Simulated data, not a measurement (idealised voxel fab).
A process module follows: voxel double patterning.
cross-section cut | 210 nm wide | cells 5 nm
Cross-sections here: square-cell grids, written as top-down lists of bands, a band being one or more rows of cells. Quick guide to a band line: top height, bottom height (nm) up front; then every material left to right with its width in nm. Only one material and it's marked "everywhere"? Then it fills the band edge to edge. And "empty" just means empty space. Height datum 0, below which the as-received substrate wafer is one material. Lowest band open at the bottom, running downward: "0 down". It should be noted that a width expressed as "30..40" varies in equal increments from row to row of cells within the band, taking the value of the first number at the top row and that of the second number at the bottom row. When a step is marked "nothing was modified", none of the cells in the cross-section changed during that step. "Fully enclosed voids": sealed empty spaces, 8 cells or more, no open way to top, listed width x height at distance, with distance from the left edge and width, height and distance in nm. Anything after a step's settings on that line? It's the simulator's own note about the step. When a step includes a mask, the "overlay nm" setting on its line states how far to the right of its planned place that mask lay, and negative values state how far to the left.

# This section lists the process steps that were planned
step 1: RECEIVE [material Si]
step 2: CONFORMAL_DEP [material SiO2] [thk nm 10]
step 3: DIRECTIONAL_DEP [material polySi] [thk nm 10]
step 4: DIRECTIONAL_DEP [material SiN] [thk nm 10]
step 5: DIRECTIONAL_DEP [material aC] [thk nm 10]
step 6: PATTERN [tone open] [mask id FIRST] [material resist] [width nm 15] [pitch nm 50] [thk nm 25] [overlay nm 0]
step 7: DIRECTIONAL_ETCH [etch materials aC] [depth nm 10]
step 8: STRIP [etch materials resist]
step 9: DIRECTIONAL_ETCH [etch materials SiN] [depth nm 10]
step 10: STRIP [etch materials aC]
step 11: MASKED_ETCH [tone open] [mask id SECOND] [width nm 15] [pitch nm 50] [etch materials SiN] [depth nm 10] [overlay nm 0]
step 12: DIRECTIONAL_ETCH [etch materials polySi] [depth nm 10]
step 13: STRIP [etch materials SiN]

# Incoming wafer, cross-sectional view, post step 1
* 0 down: Si everywhere
* Fully enclosed voids: none

# Cross-sectional view of the first of the two wafers upon completion of the module, processed in accordance with the plan
* 20 to 10: polySi=45, empty=15, polySi=10, empty=15, polySi=10, empty=15, polySi=10, empty=15, polySi=10, empty=15, polySi=50
* 10 to 0: SiO2 everywhere
* 0 down: Si everywhere
* Fully enclosed voids: none

# Cross-sectional view: second of two wafers, end of module; start and plan identical to the first, one mistake in running
* 20 to 10: polySi=45, empty=15, polySi=10, empty=15, polySi=10, empty=15, polySi=10, empty=15, polySi=10, empty=15, polySi=50
* 10 to 0: aC everywhere
* 0 down: Si everywhere
* Fully enclosed voids: none
Processing error: step 2 was processed under conditions differing from the plan, specifically as CONFORMAL_DEP [material aC] [thk nm 10]
Per the end-of-run cell counts, the second wafer holds more or fewer of some materials than the first: SiO2: 84 fewer; aC: 84 more
